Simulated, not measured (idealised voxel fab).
Process module in this document: voxel plated lines
Square cells of 5 nm make up the cross-section cut, whose width is 235 nm.
Just so we're on the same page, the cross-sections are grids of square cells, and they're listed out in bands top to bottom, each band one or more rows deep. What a band's entry tells you: where the top is and where the bottom is, as heights in nm, and after that what lies inside, material by material from left to right, each with its width in nm. Empty space is written as the word "empty", and a single material marked with the word "edge to edge" occupies the band from edge to edge. We count height from 0. Below that, the starting wafer is all one material. The lowest band never ends at the bottom but goes on down; see "z 0 and below" for how that is written. Quick explanation for "30 to 40": the width changes in equal steps down the rows of cells, from the first number in the band's top row to the second number in its bottom row. What does "no change" mean for a step? It means no cell of the cross-section changed in that step. This entry, "Voids lacking openings", enumerates those empty regions of no fewer than 8 cells that possess no open connection to the top. Each region is reported in the form width x height at distance, the distance being taken from the left edge, with all three quantities expressed in nm. Formally, on a step line, whatever follows the settings is a remark that the simulator itself makes on the step. If you see "overlay nm" on a step's line and that step has a mask, it's telling you how far right of where it was planned the mask ended up; a negative number means it went left instead.

List of planned process steps
| 1 | RECEIVE (material Si) |
| 2 | CONFORMAL_DEP (material SiO2; thk nm 15) |
| 3 | DIRECTIONAL_DEP (material TiN; thk nm 5) |
| 4 | PATTERN (tone open; mask id LINES; material resist; width nm 15; pitch nm 35; thk nm 35; overlay nm 0) |
| 5 | EPI (material Ru; thk nm 5) |
| 6 | EPI (material Ru; thk nm 10) |
| 7 | EPI (material Ru; thk nm 5) |
| 8 | STRIP (etch materials resist) |
| 9 | DIRECTIONAL_ETCH (etch materials TiN; depth nm 5) |
| 10 | CONFORMAL_DEP (material SiN; thk nm 5) |

Cross-section of the wafer as it came to us, i.e., already through step 1
	z 0 and below | Si edge to edge
	Voids lacking openings: none

Cross-section at module end, one run error; start and plan unchanged from above
	z 40 to 35 | 85 empty  25 SiN  10 empty  25 SiN  90 empty
	z 35 to 25 | 85 empty  5 SiN  15 Ru  5 SiN  10 empty  5 SiN  15 Ru  5 SiN  90 empty
	z 25 to 20 | 90 SiN  15 Ru  20 SiN  15 Ru  95 SiN
	z 20 to 15 | TiN edge to edge
	z 15 to 0 | SiO2 edge to edge
	z 0 and below | Si edge to edge
	Voids lacking openings: none
What went wrong in running the wafer? step 9 was not run as planned; what actually ran was DIRECTIONAL_ETCH (etch materials Ru; depth nm 5)
